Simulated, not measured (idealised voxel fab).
Module name: voxel capacitor over wiring (process module)
cross-section cut | 225 nm wide | cells 5 nm
In this document a cross-section is written as a grid of square cells. It is given as a series of bands, listed from the top down, and a band is one or more rows of cells. Band entry format. Leading values: height of top, height of bottom, nm. Remainder: materials in left-to-right order, each with its width in nm. Special words: "everywhere" on a single material, which then fills the band edge to edge; "empty", empty space. Height is counted from the level 0, under which the received wafer is composed throughout of one material. The lowest of the bands is not closed at the bottom but continues downward, in the notation "from 0 down". The expression "30..40" gives the width at the extremes of the band, the first number at its top row of cells and the second at its bottom row, with the width changing by equal amounts from each row to the next in between. "identical to before" means the step left every cell of the cross-section as it was. Reported under the label "Catalogued sealed voids" are the empty spaces having no open way to the top and comprising 8 cells or more; the notation for each is width x height at distance, in which the distance is measured from the left edge and all three values are in nm. Text after the settings on a step's line: the simulator's own remark on that step. Among the settings permitted on a step's line is "overlay nm"; applied to a step with a mask, it specifies the extent to which the mask lay to the right of its planned position, whereas a negative figure signifies a position to the left.

[Steps planned for the process]
step 1: RECEIVE | material Si
step 2: CONFORMAL_DEP | material SiO2 | thk nm 15
step 3: CONFORMAL_DEP | material SiCN | thk nm 5
step 4: DIRECTIONAL_DEP | material SiO2 | thk nm 20
step 5: PATTERN | tone open | mask id METAL_1 | material resist | width nm 30 | pitch nm 95 | thk nm 15 | overlay nm 0
step 6: DIRECTIONAL_ETCH | etch materials SiO2 | depth nm 20
step 7: DIRECTIONAL_ETCH | etch materials SiCN | depth nm 5
step 8: STRIP | etch materials resist
step 9: CONFORMAL_DEP | material TiN | thk nm 5
step 10: FILL_DEP | material Cu | thk nm 10
step 11: CMP | height nm 40
step 12: EPI | material Ru | thk nm 5
step 13: FILL_DEP | material SiCN | thk nm 5
step 14: DIRECTIONAL_DEP | material lowk | thk nm 15
step 15: MASKED_ETCH | tone open | mask id PLUG_1 | width nm 15 | etch materials lowk | depth nm 15 | overlay nm 0
step 16: MASKED_ETCH | tone open | mask id PLUG_1 | width nm 15 | etch materials SiCN | depth nm 5 | overlay nm 0
step 17: CONFORMAL_DEP | material TiN | thk nm 5
step 18: FILL_DEP | material Ru | thk nm 10
step 19: CMP | height nm 65
step 20: DIRECTIONAL_DEP | material TiN | thk nm 5
step 21: DIRECTIONAL_DEP | material SiN | thk nm 5
step 22: DIRECTIONAL_DEP | material TiN | thk nm 10
step 23: PATTERN | tone cover | mask id UPPER_PLATE | material resist | width nm 70 | thk nm 15 | overlay nm 0
step 24: DIRECTIONAL_ETCH | etch materials TiN | depth nm 10
step 25: DIRECTIONAL_ETCH | etch materials SiN | depth nm 5
step 26: STRIP | etch materials resist
step 27: PATTERN | tone cover | mask id LOWER_PLATE | material resist | width nm 80 | thk nm 20 | overlay nm 0
step 28: DIRECTIONAL_ETCH | etch materials TiN | depth nm 5
step 29: STRIP | etch materials resist
step 30: FILL_DEP | material SiO2 | thk nm 20
step 31: CMP | height nm 100
step 32: DIRECTIONAL_DEP | material aC | thk nm 10
step 33: PATTERN | tone open | mask id PLUG_2 | material resist | width nm 15 | thk nm 30 | overlay nm 0
step 34: DIRECTIONAL_ETCH | etch materials aC | depth nm 10
step 35: STRIP | etch materials resist
step 36: DIRECTIONAL_ETCH | etch materials SiO2 | depth nm 15
step 37: STRIP | etch materials aC
step 38: CONFORMAL_DEP | material TiN | thk nm 5
step 39: FILL_DEP | material W | thk nm 5
step 40: CMP | height nm 100
step 41: CONFORMAL_DEP | material SiCN | thk nm 5

[Cross-section, incoming material, after step 1]
from 0 down = Si everywhere
Catalogued sealed voids: none

[Cross-section taken at module completion on the first of two wafers; processed per the plan]
from 105 to 100 = SiCN everywhere
from 100 to 90 = SiO2 (75)  TiN (5)  W (5)  TiN (5)  SiO2 (135)
from 90 to 85 = SiO2 (75)  TiN (15)  SiO2 (135)
from 85 to 75 = SiO2 (65)  TiN (70)  SiO2 (90)
from 75 to 70 = SiO2 (65)  SiN (70)  SiO2 (90)
from 70 to 65 = SiO2 (60)  TiN (80)  SiO2 (85)
from 65 to 50 = lowk (65)  TiN (5)  Ru (5)  TiN (5)  lowk (145)
from 50 to 45 = SiCN (65)  TiN (15)  SiCN (145)
from 45 to 40 = SiCN (45)  Ru (40)  SiCN (55)  Ru (40)  SiCN (45)
from 40 to 20 = SiO2 (50)  TiN (5)  Cu (20)  TiN (5)  SiO2 (65)  TiN (5)  Cu (20)  TiN (5)  SiO2 (50)
from 20 to 15 = SiCN (50)  TiN (30)  SiCN (65)  TiN (30)  SiCN (50)
from 15 to 0 = SiO2 everywhere
from 0 down = Si everywhere
Catalogued sealed voids: none

[Now the second wafer, cross-sectioned at the end of the module. Nothing different at the start, nothing different in the plan compared with the first, just one mistake when it was actually run]
from 105 to 100 = SiCN everywhere
from 100 to 90 = SiO2 (75)  TiN (5)  W (5)  TiN (5)  SiO2 (135)
from 90 to 85 = SiO2 (75)  TiN (15)  SiO2 (135)
from 85 to 75 = SiO2 (65)  TiN (70)  SiO2 (90)
from 75 to 70 = SiO2 (65)  SiN (70)  SiO2 (90)
from 70 to 65 = SiO2 (60)  TiN (80)  SiO2 (85)
from 65 to 50 = lowk (65)  TiN (5)  Ru (5)  TiN (5)  lowk (145)
from 50 to 45 = SiCN (65)  TiN (15)  SiCN (145)
from 45 to 40 = SiCN (50)  Ru (30)  SiCN (65)  Ru (30)  SiCN (50)
from 40 to 20 = SiO2 (55)  TiN (5)  Cu (10)  TiN (5)  SiO2 (75)  TiN (5)  Cu (10)  TiN (5)  SiO2 (55)
from 20 to 15 = SiCN (55)  TiN (20)  SiCN (75)  TiN (20)  SiCN (55)
from 15 to 0 = SiO2 everywhere
from 0 down = Si everywhere
Catalogued sealed voids: none
Plan not followed: step 5 went in with a setting other than planned; the actual run was PATTERN | tone open | mask id METAL_1 | material resist | width nm 20 | pitch nm 95 | thk nm 15 | overlay nm 0
Wrapping up, a cell-based count of both wafers puts the second over or under the first for these materials: Cu: 16 fewer | Ru: 4 fewer | SiCN: 8 more | SiO2: 16 more | TiN: 4 fewer
